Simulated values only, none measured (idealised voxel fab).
Documented hereafter: the process module known as voxel spacer lines.
Pictured: cross-section cut, 205 nm wide, on a grid of 5 nm square cells.
We lay out every cross-section as a grid of square cells and spell it out in bands from the top down, where one band means one or more rows of cells. Basically the band line says how high the top is and how high the bottom is, in nm, and then what's in it from left to right, every material with its width in nm. Empty space shows up as "empty", and if a single material carries "everywhere" it runs the full band edge to edge. Note: height 0 marks the level under which the wafer is uniformly one material as received. Lowest band unbounded below, written "0..down". With a width like "30->40", each row of cells in the band differs from the next by the same amount, the top row carrying the first number and the bottom row the second. "everything unchanged" means the step left every cell of the cross-section as it was. The entry titled "Enclosed void inventory" provides the empty spaces that have no open way to the top, restricted to those of 8 cells or more. Each is presented as width x height at distance, the distance being measured from the left edge, with all three in nm. If you see something after the settings on a step's line, that's the simulator's own remark about that step. overlay nm: where the mask lay relative to plan, measured to the right, on steps with a mask; negatives go left.
Planned step list for the process:
1) RECEIVE, material Si
2) CONFORMAL_DEP, material Al2O3, thk nm 10
3) DIRECTIONAL_DEP, material polySi, thk nm 20
4) DIRECTIONAL_DEP, material aC, thk nm 25
5) PATTERN, tone cover, mask id MANDREL, material resist, width nm 15, pitch nm 60, thk nm 35, overlay nm 0
6) DIRECTIONAL_ETCH, etch materials aC, depth nm 25
7) STRIP, etch materials resist
8) CONFORMAL_DEP, material SiN, thk nm 15
9) DIRECTIONAL_ETCH, etch materials SiN, depth nm 15
10) STRIP, etch materials aC
11) DIRECTIONAL_ETCH, etch materials polySi, depth nm 20
12) STRIP, etch materials SiN
13) FILL_DEP, material SiO2, thk nm 10
14) CMP, height nm 30
Wafer at receipt (post step 1), cross-section:
    0..down: Si everywhere
    Enclosed void inventory: none
Cross-section, end of module. Start: as above. Plan: as above. Execution: one mistake:
    30..10: SiO2=50, polySi=15, SiO2=20, polySi=15, SiO2=10, polySi=15, SiO2=20, polySi=15, SiO2=45
    10..0: Al2O3 everywhere
    0..down: Si everywhere
    Enclosed void inventory: none
Finding, execution versus plan: so step 5 ended up running with a different setting than we planned, it ran as PATTERN, tone cover, mask id MANDREL, material resist, width nm 20, pitch nm 60, thk nm 35, overlay nm 0
